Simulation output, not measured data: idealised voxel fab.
The process module presented herein is designated voxel double patterning.
Displayed cross-section: cut, width of 235 nm, square cells sized 5 nm.
If you're reading a cross-section in this doc, picture square cells in a grid; it comes to you as bands, top ones listed first down to the bottom, and a band can be one or more rows of cells. Heads up on the band format: heights come first, top then bottom, in nm. After that it's the materials left to right, each with its width in nm. A single material flagged "full width" fills the whole band edge to edge, and "air" means there's empty space there. Below 0: as-received wafer, all one material; heights counted from there. Lowest band: no bottom, goes on down, written "0 -> down". Width spec "30->40" -> top row of cells at first value, bottom row at second value, equal per-row change in between. A step reported as "nothing altered" is a step in which no cell of the cross-section changed. Look at "Voids, fully enclosed" for the closed voids: empty spaces with no open path to the top, sized 8 cells or up. Each is width x height at distance, distance from the left edge, all nm. after a step's settings: what the simulator itself notes on the step. The line of a step may include "overlay nm". On a step with a mask, this value is how far to the right of its planned place the mask lay. A negative value means the mask lay to the left.

Process steps (planned)
1 RECEIVE (material Si)
2 CONFORMAL_DEP (material SiO2; thk nm 10)
3 DIRECTIONAL_DEP (material W; thk nm 15)
4 DIRECTIONAL_DEP (material SiN; thk nm 5)
5 PATTERN (tone open; mask id FIRST; material resist; width nm 15; pitch nm 50; thk nm 20; overlay nm 0)
6 DIRECTIONAL_ETCH (etch materials SiN; depth nm 5)
7 STRIP (etch materials resist)
8 MASKED_ETCH (tone open; mask id SECOND; width nm 15; etch materials SiN; depth nm 5; overlay nm -15)
9 DIRECTIONAL_ETCH (etch materials W; depth nm 15)
10 STRIP (etch materials SiN)
Every wafer here starts from the same state; it is the step 8 overlay nm that distinguishes them, and the value the plan gives belongs to the first wafer.

Cross-section of the first of several received wafers, showing its state after step 1
  0 -> down: Si full width
  Voids, fully enclosed: none

Module end state after final step 10: cross-section of the first of several wafers
  25 -> 10: W: 85 / air: 25 / W: 25 / air: 15 / W: 85
  10 -> 0: SiO2 full width
  0 -> down: Si full width
  Voids, fully enclosed: none

The final wafer, sectioned at module end
  25 -> 10: W: 85 / air: 15 / W: 25 / air: 25 / W: 85
  10 -> 0: SiO2 full width
  0 -> down: Si full width
  Voids, fully enclosed: none

The following table contains a row per wafer, in which are reported, at the conclusion of the module, the cells of each material gained (+) or lost (-) since the wafer's receipt, with its closed voids given thereafter
overlay nm -15 | +94 SiO2 | +117 W | Voids, fully enclosed: none
overlay nm -10 | +94 SiO2 | +114 W | Voids, fully enclosed: none
overlay nm -5 | +94 SiO2 | +114 W | Voids, fully enclosed: none
overlay nm 0 | +94 SiO2 | +114 W | Voids, fully enclosed: none
overlay nm 5 | +94 SiO2 | +114 W | Voids, fully enclosed: none
overlay nm 10 | +94 SiO2 | +114 W | Voids, fully enclosed: none
overlay nm 15 | +94 SiO2 | +117 W | Voids, fully enclosed: none
